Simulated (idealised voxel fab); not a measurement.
Process module under the name voxel gate over fins
Pictured: cross-section cut, 155 nm wide, on a grid of 5 nm square cells.
Notation: cross-section as square-cell grid; stated in bands, top first, going down; one or more cell rows per band. Within each band entry, the heights of the top and of the bottom of the band appear first, in that order and in nm; the materials of the band then follow from left to right, each with its corresponding width in nm. The designation "edge to edge" on a single material indicates that it fills the band from edge to edge; the designation "empty" indicates empty space. Where do heights start? At 0: under that level the wafer as delivered is made of one material only. And the lowest band has no floor; it just carries on downward, as in "from 0 down". The expression "30 to 40" gives the width at the extremes of the band, the first number at its top row of cells and the second at its bottom row, with the width changing by equal amounts from each row to the next in between. A step reported as "stayed the same" is a step in which no cell of the cross-section changed. "Sealed voids": empty spaces of 8 cells or more with no open way to the top, each given as width x height at distance, distance from the left edge, all in nm. What comes after the settings on a step's line is commentary from the simulator itself on that step. When a step includes a mask, the "overlay nm" setting on its line states how far to the right of its planned place that mask lay, and negative values state how far to the left.
## The process steps that were planned are listed below
- 1: RECEIVE, material Si
- 2: CONFORMAL_DEP, material SiN, thk nm 10
- 3: PATTERN, tone cover, mask id FINS, material resist, width nm 15, pitch nm 55, thk nm 15, overlay nm 0
- 4: DIRECTIONAL_ETCH, etch materials SiN, depth nm 10
- 5: DIRECTIONAL_ETCH, etch materials Si, depth nm 30
- 6: STRIP, etch materials resist
- 7: FILL_DEP, material SiO2, thk nm 15
- 8: CMP, height nm 10
- 9: DIRECTIONAL_DEP, material aC, thk nm 15
- 10: PATTERN, tone open, mask id RAIL, material resist, width nm 15, thk nm 30, overlay nm 0
- 11: DIRECTIONAL_ETCH, etch materials aC, depth nm 15
- 12: STRIP, etch materials resist
- 13: DIRECTIONAL_ETCH, etch materials SiO2, depth nm 35
- 14: STRIP, etch materials aC
- 15: CONFORMAL_DEP, material TiN, thk nm 5
- 16: FILL_DEP, material Ru, thk nm 5
- 17: CMP, height nm 10
- 18: SELECTIVE_ETCH, etch materials W Ru TiN, depth nm 30
- 19: FILL_DEP, material SiO2, thk nm 5
- 20: CMP, height nm 10
- 21: SELECTIVE_ETCH, etch materials SiO2, depth nm 20
- 22: STRIP, etch materials SiN
- 23: CONFORMAL_DEP, material HfO2, thk nm 5
- 24: CONFORMAL_DEP, material TiN, thk nm 5
- 25: FILL_DEP, material W, thk nm 15
- 26: CMP, height nm 20
- 27: CONFORMAL_DEP, material SiN, thk nm 10
## Cross-section, incoming material, after step 1
    from 0 down | Si edge to edge
    Sealed voids: none
## The first of two wafers, cross-sectioned at the end of the module, with the run proceeding as planned
    from 30 to 20 | SiN edge to edge
    from 20 to 10 | W edge to edge
    from 10 to 5 | W=5 | TiN=35 | W=20 | TiN=35 | W=20 | TiN=35 | W=5
    from 5 to 0 | W=5 | TiN=5 | HfO2=25 | TiN=5 | W=20 | TiN=5 | HfO2=25 | TiN=5 | W=20 | TiN=5 | HfO2=25 | TiN=5 | W=5
    from 0 to -5 | TiN=10 | HfO2=5 | Si=15 | HfO2=5 | TiN=30 | HfO2=5 | Si=15 | HfO2=5 | TiN=30 | HfO2=5 | Si=15 | HfO2=5 | TiN=10
    from -5 to -10 | HfO2=15 | Si=15 | HfO2=40 | Si=15 | HfO2=40 | Si=15 | HfO2=15
    from -10 to -20 | SiO2=15 | Si=15 | SiO2=40 | Si=15 | SiO2=40 | Si=15 | SiO2=15
    from -20 to -25 | SiO2=15 | Si=15 | SiO2=10 | TiN=15 | SiO2=15 | Si=15 | SiO2=40 | Si=15 | SiO2=15
    from -25 to -30 | SiO2=15 | Si=15 | SiO2=40 | Si=15 | SiO2=40 | Si=15 | SiO2=15
    from -30 down | Si edge to edge
    Sealed voids: none
## Cross-sectional view of the second of two wafers upon completion of the module. This wafer shared its starting condition and process plan with the first; one error was made during its execution
    from 30 to 20 | SiN edge to edge
    from 20 to 10 | W edge to edge
    from 10 to 5 | W=5 | HfO2=35 | W=20 | HfO2=35 | W=20 | HfO2=35 | W=5
    from 5 to 0 | W=5 | HfO2=5 | TiN=25 | HfO2=5 | W=20 | HfO2=5 | TiN=25 | HfO2=5 | W=20 | HfO2=5 | TiN=25 | HfO2=5 | W=5
    from 0 to -5 | HfO2=10 | TiN=5 | Si=15 | TiN=5 | HfO2=30 | TiN=5 | Si=15 | TiN=5 | HfO2=30 | TiN=5 | Si=15 | TiN=5 | HfO2=10
    from -5 to -10 | TiN=15 | Si=15 | TiN=40 | Si=15 | TiN=40 | Si=15 | TiN=15
    from -10 to -20 | SiO2=15 | Si=15 | SiO2=40 | Si=15 | SiO2=40 | Si=15 | SiO2=15
    from -20 to -25 | SiO2=15 | Si=15 | SiO2=10 | TiN=15 | SiO2=15 | Si=15 | SiO2=40 | Si=15 | SiO2=15
    from -25 to -30 | SiO2=15 | Si=15 | SiO2=40 | Si=15 | SiO2=40 | Si=15 | SiO2=15
    from -30 down | Si edge to edge
    Sealed voids: none
In executing the process, a mistake was made relative to the plan: steps 23 and 24 got flipped, so each one ran where the other should have
Both wafers, final: cells per material equal; arrangement not.
